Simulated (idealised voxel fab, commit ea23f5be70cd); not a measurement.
You're looking at the process module voxel self aligned vias.
The figure presents cross-section cut, which has a width of 175 nm and is divided into square cells with an edge length of 5 nm.
Just so we're on the same page, the cross-sections are grids of square cells, and they're listed out in bands top to bottom, each band one or more rows deep. Band: top height; bottom height; in nm. Then, left to right: material with width in nm, for each material. "throughout": a single material spanning edge to edge. "empty": empty space. Height datum 0, below which the as-received substrate wafer is one material. Lowest band open at the bottom, running downward: "0..down". Per-row width for "30..40": begins at first number (top row of band), ends at second number (bottom row), increment between rows held constant. The designation "changes: none", where it is given for a processing step, indicates that no cell of the cross-section was altered in the course of that step. Voids not open to the top, 8 cells minimum: see "Enclosed void entries". Written width x height at distance; distance is from the left edge; nm. That trailing text on a step's line, after the settings, is the simulator's own remark on the step. "overlay nm" denotes, for a step that has a mask, the displacement of the mask to the right of its planned place, with negative values corresponding to the left.

Here's what the planned process steps look like
1: op RECEIVE | material Si
2: op CONFORMAL_DEP | material SiO2 | thk nm 15
3: op CONFORMAL_DEP | material SiCN | thk nm 5
4: op DIRECTIONAL_DEP | material SiO2 | thk nm 20
5: op DIRECTIONAL_DEP | material aC | thk nm 15
6: op PATTERN | tone open | mask id LINES | material resist | width nm 30 | pitch nm 70 | thk nm 35 | overlay nm 0
7: op DIRECTIONAL_ETCH | etch materials aC | depth nm 15
8: op STRIP | etch materials resist
9: op DIRECTIONAL_ETCH | etch materials SiO2 | depth nm 20
10: op STRIP | etch materials aC
11: op CONFORMAL_DEP | material TiN | thk nm 5
12: op FILL_DEP | material Ru | thk nm 10
13: op CMP | height nm 40
14: op SELECTIVE_ETCH | etch materials W Ru TiN | depth nm 10
15: op FILL_DEP | material SiN | thk nm 5
16: op CMP | height nm 40
17: op DIRECTIONAL_DEP | material SiO2 | thk nm 15
18: op DIRECTIONAL_DEP | material aC | thk nm 10
19: op PATTERN | tone open | mask id VIAS | material resist | width nm 50 | thk nm 30 | overlay nm 0
20: op DIRECTIONAL_ETCH | etch materials aC | depth nm 10
21: op STRIP | etch materials resist
22: op DIRECTIONAL_ETCH | etch materials SiO2 | depth nm 15
23: op DIRECTIONAL_ETCH | etch materials SiN | depth nm 10
24: op STRIP | etch materials aC
25: op CONFORMAL_DEP | material TiN | thk nm 5
26: op FILL_DEP | material W | thk nm 10
27: op CMP | height nm 55
28: op CONFORMAL_DEP | material SiN | thk nm 5

Cross-section of the wafer as it came to us, i.e., already through step 1
0..down: Si throughout
Enclosed void entries: none

Final wafer profile in cross-section after the module, from the same start and plan as above, with one mistake made during processing
60..55: SiN throughout
55..45: 25 of SiO2; 5 of TiN; 40 of W; 5 of TiN; 100 of SiO2
45..40: 25 of SiO2; 15 of TiN; 20 of W; 15 of TiN; 100 of SiO2
40..35: 35 of SiO2; 30 of TiN; 40 of SiO2; 30 of SiN; 40 of SiO2
35..30: SiCN throughout
30..0: SiO2 throughout
0..down: Si throughout
Enclosed void entries: none
It is concluded that the wafer was processed incorrectly with respect to the plan, in that yeah, plan step 2 got run twice
